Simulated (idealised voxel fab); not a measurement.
Name of the process module below: voxel air gaps
We display cut, a cross-section 215 nm in width whose square cells are each 5 nm.
Heads up, the way a cross-section reads in here is a grid of square cells, handed over as bands from the top down, with every band being one or more rows of cells.
Heads up on the band format: heights come first, top then bottom, in nm. After that it's the materials left to right, each with its width in nm. A single material flagged "all across" fills the whole band edge to edge, and "empty" means there's empty space there.
Height datum 0, below which the as-received substrate wafer is one material. Lowest band open at the bottom, running downward: "0 and below".
Top row gets the first number, bottom row gets the second, and each row in between changes by the same step: that is how a band width like "30 to 40" works.
When a step is marked "nothing got changed", none of the cells in the cross-section changed during that step.
Empty spaces counting at least 8 cells and having no open way to the top are listed in "Closed void inventory". The notation width x height at distance is used for each, the distance being from the left edge and all three values in nm.
Step line, after settings: the simulator's comment on this step.
Each step line may optionally specify "overlay nm", which for a step with a mask gives the rightward distance between the mask's planned place and where it lay, a negative value indicating the leftward direction.
Planned process steps
1. RECEIVE: material Si
2. CONFORMAL_DEP: material SiO2, thk nm 10
3. CONFORMAL_DEP: material SiN, thk nm 5
4. DIRECTIONAL_DEP: material SiO2, thk nm 40
5. DIRECTIONAL_DEP: material aC, thk nm 10
6. PATTERN: tone open, mask id LINES, material resist, width nm 20, pitch nm 45, thk nm 25, overlay nm 0
7. DIRECTIONAL_ETCH: etch materials aC, depth nm 10
8. STRIP: etch materials resist
9. DIRECTIONAL_ETCH: etch materials SiO2, depth nm 40
10. STRIP: etch materials aC
11. CONFORMAL_DEP: material TiN, thk nm 5
12. FILL_DEP: material Ru, thk nm 5
13. CMP: height nm 55
14. EPI: material Ru, thk nm 10
15. SELECTIVE_ETCH: etch materials SiO2, depth nm 50
16. CONFORMAL_DEP: material SiN, thk nm 5
The first of a set of two wafers, run to plan
Wafer at receipt (post step 1), cross-section
	0 and below = Si all across
	Closed void inventory: none
How the wafer stands in section after step 2
	10 down to 0 = SiO2 all across
	Under the height 0 nothing was changed.
How the wafer stands in section after step 3
	15 down to 10 = SiN all across
	Under the height 10 nothing was changed.
How the wafer stands in section after step 4
	55 down to 15 = SiO2 all across
	Under the height 15 nothing was changed.
How the wafer stands in section after step 5
	65 down to 55 = aC all across
	Under the height 55 nothing was changed.
How the wafer stands in section after step 6
	90 down to 65 = resist 30; empty 20; resist 25; empty 20; resist 25; empty 20; resist 25; empty 20; resist 30
	Under the height 65 nothing was changed.
How the wafer stands in section after step 7
	80 down to 65 = resist 30; empty 20; resist 25; empty 20; resist 25; empty 20; resist 25; empty 20; resist 30
	65 down to 55 = aC 30; empty 20; aC 25; empty 20; aC 25; empty 20; aC 25; empty 20; aC 30
	Under the height 55 nothing was changed.
How the wafer stands in section after step 8
	65 down to 55 = aC 30; empty 20; aC 25; empty 20; aC 25; empty 20; aC 25; empty 20; aC 30
	Under the height 55 nothing was changed.
How the wafer stands in section after step 9
	65 down to 55 = aC 30; empty 20; aC 25; empty 20; aC 25; empty 20; aC 25; empty 20; aC 30
	55 down to 15 = SiO2 30; empty 20; SiO2 25; empty 20; SiO2 25; empty 20; SiO2 25; empty 20; SiO2 30
	Under the height 15 nothing was changed.
How the wafer stands in section after step 10
	55 down to 15 = SiO2 30; empty 20; SiO2 25; empty 20; SiO2 25; empty 20; SiO2 25; empty 20; SiO2 30
	Under the height 15 nothing was changed.
How the wafer stands in section after step 11
	60 down to 55 = TiN 35; empty 10; TiN 35; empty 10; TiN 35; empty 10; TiN 35; empty 10; TiN 35
	55 down to 20 = SiO2 30; TiN 5; empty 10; TiN 5; SiO2 25; TiN 5; empty 10; TiN 5; SiO2 25; TiN 5; empty 10; TiN 5; SiO2 25; TiN 5; empty 10; TiN 5; SiO2 30
	20 down to 15 = SiO2 30; TiN 20; SiO2 25; TiN 20; SiO2 25; TiN 20; SiO2 25; TiN 20; SiO2 30
	Under the height 15 nothing was changed.
How the wafer stands in section after step 12
	65 down to 60 = Ru all across
	60 down to 55 = TiN 35; Ru 10; TiN 35; Ru 10; TiN 35; Ru 10; TiN 35; Ru 10; TiN 35
	55 down to 20 = SiO2 30; TiN 5; Ru 10; TiN 5; SiO2 25; TiN 5; Ru 10; TiN 5; SiO2 25; TiN 5; Ru 10; TiN 5; SiO2 25; TiN 5; Ru 10; TiN 5; SiO2 30
	Under the height 20 nothing was changed.
How the wafer stands in section after step 13
	55 down to 20 = SiO2 30; TiN 5; Ru 10; TiN 5; SiO2 25; TiN 5; Ru 10; TiN 5; SiO2 25; TiN 5; Ru 10; TiN 5; SiO2 25; TiN 5; Ru 10; TiN 5; SiO2 30
	Under the height 20 nothing was changed.
How the wafer stands in section after step 14
	65 down to 55 = empty 20; Ru 40; empty 5; Ru 40; empty 5; Ru 40; empty 5; Ru 40; empty 20
	Under the height 55 nothing was changed.
How the wafer stands in section after step 15
	65 down to 55 = empty 20; Ru 40; empty 5; Ru 40; empty 5; Ru 40; empty 5; Ru 40; empty 20
	55 down to 20 = empty 30; TiN 5; Ru 10; TiN 5; empty 25; TiN 5; Ru 10; TiN 5; empty 25; TiN 5; Ru 10; TiN 5; empty 25; TiN 5; Ru 10; TiN 5; empty 30
	20 down to 15 = empty 30; TiN 20; empty 25; TiN 20; empty 25; TiN 20; empty 25; TiN 20; empty 30
	Under the height 15 nothing was changed.
How the wafer stands in section after step 16
	70 down to 65 = empty 15; SiN 185; empty 15
	65 down to 55 = empty 15; SiN 5; Ru 40; SiN 5; Ru 40; SiN 5; Ru 40; SiN 5; Ru 40; SiN 5; empty 15
	55 down to 50 = empty 15; SiN 15; TiN 5; Ru 10; TiN 5; SiN 25; TiN 5; Ru 10; TiN 5; SiN 25; TiN 5; Ru 10; TiN 5; SiN 25; TiN 5; Ru 10; TiN 5; SiN 15; empty 15
	50 down to 20 = empty 25; SiN 5; TiN 5; Ru 10; TiN 5; SiN 5; empty 15; SiN 5; TiN 5; Ru 10; TiN 5; SiN 5; empty 15; SiN 5; TiN 5; Ru 10; TiN 5; SiN 5; empty 15; SiN 5; TiN 5; Ru 10; TiN 5; SiN 5; empty 25
	20 down to 15 = SiN 30; TiN 20; SiN 25; TiN 20; SiN 25; TiN 20; SiN 25; TiN 20; SiN 30
	Under the height 15 nothing was changed.
	Closed void inventory: 15 x 30 at 55; 15 x 30 at 100; 15 x 30 at 145
Wafer two of the pair: same origin, same plan, one error during the run; identical to wafer one up to and including step 15
The second wafer in cross-section, at the planned close of step 16: nothing got changed
Heads up, the wafer didn't run the way we planned it: heads up, step 16 of the plan was skipped and never actually ran
The closing comparison, in cells, has the second wafer with more or fewer of some materials than the first: -143 SiN
End state: 3 closed voids on the first wafer, 0 on the second.
